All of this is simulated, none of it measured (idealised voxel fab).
You're looking at the process module voxel capacitor over wiring.
Pictured: cross-section cut, 200 nm wide, on a grid of 5 nm square cells.
Cross-section = grid of square cells, listed top down in bands; band = one or more rows.
Band entry format. Leading values: height of top, height of bottom, nm. Remainder: materials in left-to-right order, each with its width in nm. Special words: "edge to edge" on a single material, which then fills the band edge to edge; "empty", empty space.
For the purposes of this specification, 0 denotes the height below which the wafer in its as-received condition is composed wholly of one material, and the lowermost band, lacking a lower limit, extends downward without end, as expressed in "0 down".
Width spec "30 to 40" -> top row of cells at first value, bottom row at second value, equal per-row change in between.
Any step labelled "nothing altered" changed none of the cells in the cross-section.
Closed empty spaces: empty space of 8 cells or more with no open way to the top, each as width x height at its distance from the left edge, in nm
Formally, on a step line, whatever follows the settings is a remark that the simulator itself makes on the step.
overlay nm: right-of-plan distance of the mask on a masked step; negative values mean left-of-plan.

# Process steps - plan
1: RECEIVE with material Si
2: CONFORMAL_DEP with material SiO2, thk nm 15
3: CONFORMAL_DEP with material SiCN, thk nm 5
4: DIRECTIONAL_DEP with material lowk, thk nm 20
5: PATTERN with tone open, mask id METAL_1, material resist, width nm 30, pitch nm 80, thk nm 20, overlay nm 0
6: DIRECTIONAL_ETCH with etch materials lowk, depth nm 20
7: DIRECTIONAL_ETCH with etch materials SiCN, depth nm 5
8: STRIP with etch materials resist
9: CONFORMAL_DEP with material TiN, thk nm 5
10: FILL_DEP with material Cu, thk nm 5
11: CMP with height nm 40
12: CONFORMAL_DEP with material SiCN, thk nm 5
13: DIRECTIONAL_DEP with material lowk, thk nm 10
14: MASKED_ETCH with tone open, mask id PLUG_1, width nm 15, etch materials lowk, depth nm 10, overlay nm 0
15: MASKED_ETCH with tone open, mask id PLUG_1, width nm 15, etch materials SiCN, depth nm 5, overlay nm 0
16: EPI with material Ru, thk nm 10
17: EPI with material Ru, thk nm 5
18: DIRECTIONAL_DEP with material TiN, thk nm 10
19: DIRECTIONAL_DEP with material Al2O3, thk nm 5
20: DIRECTIONAL_DEP with material TiN, thk nm 5
21: PATTERN with tone cover, mask id UPPER_PLATE, material resist, width nm 55, thk nm 15, overlay nm 0
22: DIRECTIONAL_ETCH with etch materials TiN, depth nm 5
23: DIRECTIONAL_ETCH with etch materials Al2O3, depth nm 5
24: STRIP with etch materials resist
25: MASKED_ETCH with tone cover, mask id LOWER_PLATE, width nm 65, etch materials TiN, depth nm 10, overlay nm 0
26: FILL_DEP with material SiO2, thk nm 15
27: CMP with height nm 85
28: PATTERN with tone open, mask id PLUG_2, material resist, width nm 15, thk nm 15, overlay nm 0
29: DIRECTIONAL_ETCH with etch materials SiO2, depth nm 10
30: STRIP with etch materials resist
31: CONFORMAL_DEP with material TiN, thk nm 5
32: FILL_DEP with material W, thk nm 10
33: CMP with height nm 85
34: CONFORMAL_DEP with material SiN, thk nm 5

# This is the cross-section of the wafer as we received it, i.e. after step 1
* 0 down = Si edge to edge
* Closed empty spaces: none

# End-of-module cross-section of the first of two wafers, processed as planned
* 90 to 85 = SiN edge to edge
* 85 to 80 = SiO2=70, then TiN=5, then W=5, then TiN=5, then SiO2=115
* 80 to 70 = SiO2=70 to 60, then TiN=15 to 55, then SiO2=115 to 85
* 70 to 65 = SiO2=60, then Al2O3=55, then SiO2=85
* 65 to 55 = SiO2=55, then TiN=65, then SiO2=80
* 55 to 45 = lowk=60, then Ru=15, then lowk=125
* 45 to 40 = SiCN=60, then Ru=15, then SiCN=125
* 40 to 20 = lowk=45, then TiN=5, then Cu=20, then TiN=5, then lowk=50, then TiN=5, then Cu=20, then TiN=5, then lowk=45
* 20 to 15 = SiCN=45, then TiN=30, then SiCN=50, then TiN=30, then SiCN=45
* 15 to 0 = SiO2 edge to edge
* 0 down = Si edge to edge
* Closed empty spaces: none

# Wafer two, end of module, cross-section. Same start, same plan as wafer one. One mistake in the run
* 90 to 85 = SiN edge to edge
* 85 to 80 = SiO2=70, then TiN=5, then W=5, then TiN=5, then SiO2=115
* 80 to 70 = SiO2=70 to 60, then TiN=15 to 55, then SiO2=115 to 85
* 70 to 65 = SiO2=60, then Al2O3=55, then SiO2=85
* 65 to 55 = SiO2=55, then TiN=65, then SiO2=80
* 55 to 45 = lowk=60, then Ru=15, then lowk=125
* 45 to 40 = SiCN=60, then Ru=15, then SiCN=125
* 40 to 35 = lowk=45, then TiN=5, then Cu=20, then TiN=5, then lowk=50, then TiN=5, then Cu=20, then TiN=5, then lowk=45
* 35 to 30 = SiCN=45, then TiN=30, then SiCN=50, then TiN=30, then SiCN=45
* 30 to 0 = SiO2 edge to edge
* 0 down = Si edge to edge
* Closed empty spaces: none
Run error: step 2 of the plan saw execution twice
Heads up, by the end the second wafer has more or fewer cells of some materials compared to the first: Cu: 24 fewer, SiO2: 120 more, TiN: 12 fewer, lowk: 84 fewer
